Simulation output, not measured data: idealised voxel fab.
The document below concerns the process module designated voxel wiring stack.
The cross-section on display is named cut; it measures 235 nm wide, and its cells are 5 nm squares.
In what follows, cross-sections appear as grids of square cells, described through bands that run from the top down, where every band is one or more rows of cells. Look at the band entry: it leads with the top's height and the bottom's height in nm. Then it lists the materials left to right, with a width in nm for each. The word "everywhere" on a single material says that material fills the band edge to edge. The word "empty" is empty space. Heights are reckoned from 0. Under this level, the received wafer is all of one material. The bottommost band is open-ended downward, for example "from 0 down". Per-row width for "30->40": begins at first number (top row of band), ends at second number (bottom row), increment between rows held constant. Where a step carries "no modification", the cross-section came out of it unchanged, cell for cell. Empty spaces without an open route to the top, at least 8 cells in extent, make up the entry "Enclosed void listing"; each is given as width x height at distance, where the distance is measured from the left edge, and all are in nm. If you see something after the settings on a step's line, that's the simulator's own remark about that step. Each step line may optionally specify "overlay nm", which for a step with a mask gives the rightward distance between the mask's planned place and where it lay, a negative value indicating the leftward direction.

STEPS IN THE PROCESS PLAN
1: RECEIVE | material Si
2: CONFORMAL_DEP | material SiO2 | thk nm 10
3: CONFORMAL_DEP | material SiCN | thk nm 5
4: DIRECTIONAL_DEP | material lowk | thk nm 15
5: DIRECTIONAL_DEP | material aC | thk nm 15
6: PATTERN | tone open | mask id METAL_1 | material resist | width nm 25 | pitch nm 50 | thk nm 30 | overlay nm 0
7: DIRECTIONAL_ETCH | etch materials aC | depth nm 15
8: STRIP | etch materials resist
9: DIRECTIONAL_ETCH | etch materials lowk | depth nm 15
10: DIRECTIONAL_ETCH | etch materials SiCN | depth nm 5
11: STRIP | etch materials aC
12: CONFORMAL_DEP | material TiN | thk nm 5
13: FILL_DEP | material Cu | thk nm 10
14: CMP | height nm 30
15: CONFORMAL_DEP | material SiCN | thk nm 5
16: DIRECTIONAL_DEP | material lowk | thk nm 15
17: DIRECTIONAL_DEP | material aC | thk nm 10
18: PATTERN | tone open | mask id PLUG_1 | material resist | width nm 15 | pitch nm 50 | thk nm 30 | overlay nm 0
19: DIRECTIONAL_ETCH | etch materials aC | depth nm 10
20: STRIP | etch materials resist
21: DIRECTIONAL_ETCH | etch materials lowk | depth nm 15
22: DIRECTIONAL_ETCH | etch materials SiCN | depth nm 5
23: STRIP | etch materials aC
24: CONFORMAL_DEP | material TiN | thk nm 5
25: FILL_DEP | material Cu | thk nm 5
26: CMP | height nm 50
27: CONFORMAL_DEP | material SiCN | thk nm 5
28: DIRECTIONAL_DEP | material SiO2 | thk nm 20
29: PATTERN | tone open | mask id METAL_2 | material resist | width nm 25 | pitch nm 50 | thk nm 20 | overlay nm 0
30: DIRECTIONAL_ETCH | etch materials SiO2 | depth nm 20
31: DIRECTIONAL_ETCH | etch materials SiCN | depth nm 5
32: STRIP | etch materials resist
33: CONFORMAL_DEP | material TiN | thk nm 5
34: FILL_DEP | material W | thk nm 10
35: CMP | height nm 75
36: CONFORMAL_DEP | material SiCN | thk nm 5
37: DIRECTIONAL_DEP | material SiO2 | thk nm 25
38: DIRECTIONAL_DEP | material aC | thk nm 15
39: PATTERN | tone open | mask id METAL_3 | material resist | width nm 25 | pitch nm 50 | thk nm 35 | overlay nm 0
40: DIRECTIONAL_ETCH | etch materials aC | depth nm 15
41: STRIP | etch materials resist
42: DIRECTIONAL_ETCH | etch materials SiO2 | depth nm 15
43: STRIP | etch materials aC
44: PATTERN | tone open | mask id METAL_3_HOLES | material resist | width nm 15 | pitch nm 50 | thk nm 15 | overlay nm 0
45: DIRECTIONAL_ETCH | etch materials SiO2 | depth nm 10
46: DIRECTIONAL_ETCH | etch materials SiCN | depth nm 5
47: STRIP | etch materials resist
48: CONFORMAL_DEP | material TiN | thk nm 5
49: FILL_DEP | material Ru | thk nm 10
50: CMP | height nm 105
51: CONFORMAL_DEP | material SiCN | thk nm 5

WAFER AS RECEIVED: CROSS-SECTION FOLLOWING STEP 1
  from 0 down: Si everywhere
  Enclosed void listing: none

SAME STARTING WAFER, SAME PLAN AS ABOVE, ONE MISTAKE IN THE EXECUTION; THIS IS THE CROSS-SECTION AT THE END OF THE MODULE
  from 110 to 105: SiCN everywhere
  from 105 to 100: Ru everywhere
  from 100 to 95: 85 nm TiN / 15 nm Ru / 35 nm TiN / 15 nm Ru / 85 nm TiN
  from 95 to 90: 80 nm SiO2 / 25 nm TiN / 25 nm SiO2 / 25 nm TiN / 80 nm SiO2
  from 90 to 80: 95 nm SiO2 / 10 nm TiN / 40 nm SiO2 / 10 nm TiN / 80 nm SiO2
  from 80 to 75: 95 nm SiCN / 10 nm TiN / 40 nm SiCN / 10 nm TiN / 80 nm SiCN
  from 75 to 55: 80 nm SiO2 / 5 nm TiN / 15 nm W / 5 nm TiN / 25 nm SiO2 / 5 nm TiN / 15 nm W / 5 nm TiN / 80 nm SiO2
  from 55 to 50: 80 nm SiCN / 25 nm TiN / 25 nm SiCN / 25 nm TiN / 80 nm SiCN
  from 50 to 35: 80 nm lowk / 5 nm TiN / 5 nm Cu / 5 nm TiN / 35 nm lowk / 5 nm TiN / 5 nm Cu / 5 nm TiN / 90 nm lowk
  from 35 to 30: 80 nm SiCN / 15 nm TiN / 35 nm SiCN / 15 nm TiN / 90 nm SiCN
  from 30 to 15: 80 nm lowk / 5 nm TiN / 15 nm Cu / 5 nm TiN / 25 nm lowk / 5 nm TiN / 15 nm Cu / 5 nm TiN / 80 nm lowk
  from 15 to 10: 80 nm SiCN / 25 nm TiN / 25 nm SiCN / 25 nm TiN / 80 nm SiCN
  from 10 to 0: SiO2 everywhere
  from 0 down: Si everywhere
  Enclosed void listing: none
In executing the process, a mistake was made relative to the plan: rather than as planned, step 44 actually ran as PATTERN | tone cover | mask id METAL_3_HOLES | material resist | width nm 15 | pitch nm 50 | thk nm 15 | overlay nm 0
